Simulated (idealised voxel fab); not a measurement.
Documented hereafter: the process module known as voxel transistor to metal.
This is section cut - it's 185 nm across, gridded in 5 nm square cells.
Cross-section layout: square cells on a grid; listed as bands, top to bottom; a band spans one or more cell rows. Heights first: top, then bottom, in nm. Then materials, left to right, each with a width in nm. "edge to edge" on a single material: fills the band edge to edge. "empty": empty space. Ref level 0: as-received wafer is one material below here. Bottom band extends down with no lower bound ("0 down"). Read "30..40" as a graded width: first number on top, second number at the bottom, same change between each pair of neighbouring rows. Basically "remained the same" means that step didn't change any cell in the cross-section. Each empty space that has no open way to the top and spans at least 8 cells appears under "Listed closed voids" as width x height at distance, the distance counted from the left edge, all in nm. It should be noted that, on the line of a given step, the content following the step's settings is a remark produced by the simulator itself with respect to that step. overlay nm: how far to the right of its planned place the mask lay on this masked step (negative: to the left).

**Below is the list of planned process steps**
1) RECEIVE | material Si
2) CONFORMAL_DEP | material SiO2 | thk nm 5
3) CONFORMAL_DEP | material SiN | thk nm 10
4) DIRECTIONAL_DEP | material aC | thk nm 10
5) PATTERN | tone cover | mask id ACTIVE | material resist | width nm 100 | thk nm 25 | overlay nm 0
6) DIRECTIONAL_ETCH | etch materials aC | depth nm 10
7) STRIP | etch materials resist
8) DIRECTIONAL_ETCH | etch materials SiN | depth nm 10
9) DIRECTIONAL_ETCH | etch materials SiO2 | depth nm 5
10) DIRECTIONAL_ETCH | etch materials Si | depth nm 25
11) STRIP | etch materials aC
12) OXIDIZE | depth nm 5
13) FILL_DEP | material SiO2 | thk nm 5
14) CMP | height nm 15
15) SELECTIVE_ETCH | etch materials SiO2 | depth nm 5
16) STRIP | etch materials SiN
17) SELECTIVE_ETCH | etch materials SiO2 | depth nm 5
18) OXIDIZE | depth nm 5
19) DIRECTIONAL_DEP | material polySi | thk nm 30
20) DIRECTIONAL_DEP | material SiCN | thk nm 15
21) DIRECTIONAL_DEP | material aC | thk nm 15
22) PATTERN | tone cover | mask id GATE | material resist | width nm 30 | thk nm 35 | overlay nm 0
23) DIRECTIONAL_ETCH | etch materials aC | depth nm 15
24) STRIP | etch materials resist
25) DIRECTIONAL_ETCH | etch materials SiCN | depth nm 25
26) DIRECTIONAL_ETCH | etch materials polySi | depth nm 40
27) STRIP | etch materials aC
28) CONFORMAL_DEP | material SiN | thk nm 5
29) DIRECTIONAL_ETCH | etch materials SiN | depth nm 5
30) DIRECTIONAL_ETCH | etch materials SiO2 | depth nm 5
31) DIRECTIONAL_ETCH | etch materials Si | depth nm 10
32) EPI | material SiGe | thk nm 10
33) FILL_DEP | material SiO2 | thk nm 5
34) CMP | height nm 30
35) STRIP | etch materials polySi
36) SELECTIVE_ETCH | etch materials SiO2 | depth nm 5
37) CONFORMAL_DEP | material HfO2 | thk nm 5
38) CONFORMAL_DEP | material TiN | thk nm 5
39) FILL_DEP | material W | thk nm 5
40) CMP | height nm 25
41) DIRECTIONAL_DEP | material SiO2 | thk nm 15
42) PATTERN | tone open | mask id CONTACT | material resist | width nm 15 | pitch nm 75 | thk nm 20 | overlay nm 0
43) DIRECTIONAL_ETCH | etch materials SiO2 | depth nm 45
44) STRIP | etch materials resist
45) CONFORMAL_DEP | material TiN | thk nm 5
46) FILL_DEP | material W | thk nm 10
47) CMP | height nm 40
48) CONFORMAL_DEP | material SiCN | thk nm 5
49) DIRECTIONAL_DEP | material lowk | thk nm 15
50) MASKED_ETCH | tone open | mask id METAL_1 | width nm 15 | pitch nm 75 | etch materials lowk | depth nm 15 | overlay nm 0
51) MASKED_ETCH | tone open | mask id METAL_1 | width nm 15 | pitch nm 75 | etch materials SiCN | depth nm 5 | overlay nm 0
52) CONFORMAL_DEP | material TiN | thk nm 5
53) FILL_DEP | material Cu | thk nm 5
54) CMP | height nm 60
55) CONFORMAL_DEP | material SiCN | thk nm 5
56) DIRECTIONAL_DEP | material lowk | thk nm 35
57) DIRECTIONAL_DEP | material aC | thk nm 10
58) PATTERN | tone open | mask id METAL_2 | material resist | width nm 15 | pitch nm 75 | thk nm 25 | overlay nm 0
59) DIRECTIONAL_ETCH | etch materials aC | depth nm 10
60) STRIP | etch materials resist
61) DIRECTIONAL_ETCH | etch materials lowk | depth nm 20
62) STRIP | etch materials aC
63) DIRECTIONAL_DEP | material aC | thk nm 15
64) PATTERN | tone open | mask id METAL_2_HOLES | material resist | width nm 15 | pitch nm 75 | thk nm 30 | overlay nm 0
65) DIRECTIONAL_ETCH | etch materials aC | depth nm 15
66) STRIP | etch materials resist
67) DIRECTIONAL_ETCH | etch materials lowk | depth nm 15
68) DIRECTIONAL_ETCH | etch materials SiCN | depth nm 5
69) STRIP | etch materials aC
70) CONFORMAL_DEP | material TiN | thk nm 5
71) FILL_DEP | material Cu | thk nm 10
72) CMP | height nm 100
73) CONFORMAL_DEP | material SiCN | thk nm 5

**Cross-section of the wafer upon arrival, representing the state reached after step 1**
	0 down | Si edge to edge
	Listed closed voids: none

**first wafer at the end, as planned**
	105 to 100 | SiCN edge to edge
	100 to 65 | 45 lowk  5 TiN  5 Cu  5 TiN  60 lowk  5 TiN  5 Cu  5 TiN  50 lowk
	65 to 60 | 45 SiCN  15 TiN  60 SiCN  15 TiN  50 SiCN
	60 to 45 | 45 lowk  5 TiN  5 Cu  5 TiN  60 lowk  5 TiN  5 Cu  5 TiN  50 lowk
	45 to 40 | 45 SiCN  15 TiN  60 SiCN  15 TiN  50 SiCN
	40 to 25 | 45 SiO2  5 TiN  5 W  5 TiN  60 SiO2  5 TiN  5 W  5 TiN  50 SiO2
	25 to 5 | 45 SiO2  5 TiN  5 W  5 TiN  10 SiO2  5 SiN  5 HfO2  5 TiN  10 W  5 TiN  5 HfO2  5 SiN  10 SiO2  5 TiN  5 W  5 TiN  50 SiO2
	5 to 0 | 35 SiO2  5 SiN  5 SiO2  5 TiN  5 W  5 TiN  10 SiGe  5 SiN  5 HfO2  20 TiN  5 HfO2  5 SiN  10 SiGe  5 TiN  5 W  5 TiN  5 SiO2  5 SiN  40 SiO2
	0 to -5 | 45 SiO2  15 TiN  10 SiGe  40 HfO2  10 SiGe  15 TiN  50 SiO2
	-5 to -15 | 45 SiO2  25 SiGe  40 Si  25 SiGe  50 SiO2
	-15 to -30 | 45 SiO2  90 Si  50 SiO2
	-30 down | Si edge to edge
	Listed closed voids: none

**Wafer two, end of module, cross-section. Same start, same plan as wafer one. One mistake in the run**
	105 to 100 | SiCN edge to edge
	100 to 65 | 45 lowk  5 TiN  5 Cu  5 TiN  60 lowk  5 TiN  5 Cu  5 TiN  50 lowk
	65 to 60 | 45 SiCN  15 TiN  60 SiCN  15 TiN  50 SiCN
	60 to 45 | 45 lowk  5 TiN  5 Cu  5 TiN  60 lowk  5 TiN  5 Cu  5 TiN  50 lowk
	45 to 40 | 45 SiCN  15 TiN  60 SiCN  15 TiN  50 SiCN
	40 to 25 | 45 SiO2  5 TiN  5 W  5 TiN  60 SiO2  5 TiN  5 W  5 TiN  50 SiO2
	25 to 5 | 45 SiO2  5 TiN  5 W  5 TiN  10 SiO2  5 SiN  5 TiN  5 HfO2  10 W  5 HfO2  5 TiN  5 SiN  10 SiO2  5 TiN  5 W  5 TiN  50 SiO2
	5 to 0 | 35 SiO2  5 SiN  5 SiO2  5 TiN  5 W  5 TiN  10 SiGe  5 SiN  5 TiN  20 HfO2  5 TiN  5 SiN  10 SiGe  5 TiN  5 W  5 TiN  5 SiO2  5 SiN  40 SiO2
	0 to -5 | 45 SiO2  15 TiN  10 SiGe  40 TiN  10 SiGe  15 TiN  50 SiO2
	-5 to -15 | 45 SiO2  25 SiGe  40 Si  25 SiGe  50 SiO2
	-15 to -30 | 45 SiO2  90 Si  50 SiO2
	-30 down | Si edge to edge
	Listed closed voids: none
Against the plan, the run slipped here: steps 37 and 38 were swapped
Count the cells at the end and the second wafer has more or fewer of some materials than the first: 6 fewer of HfO2 | 6 more of TiN
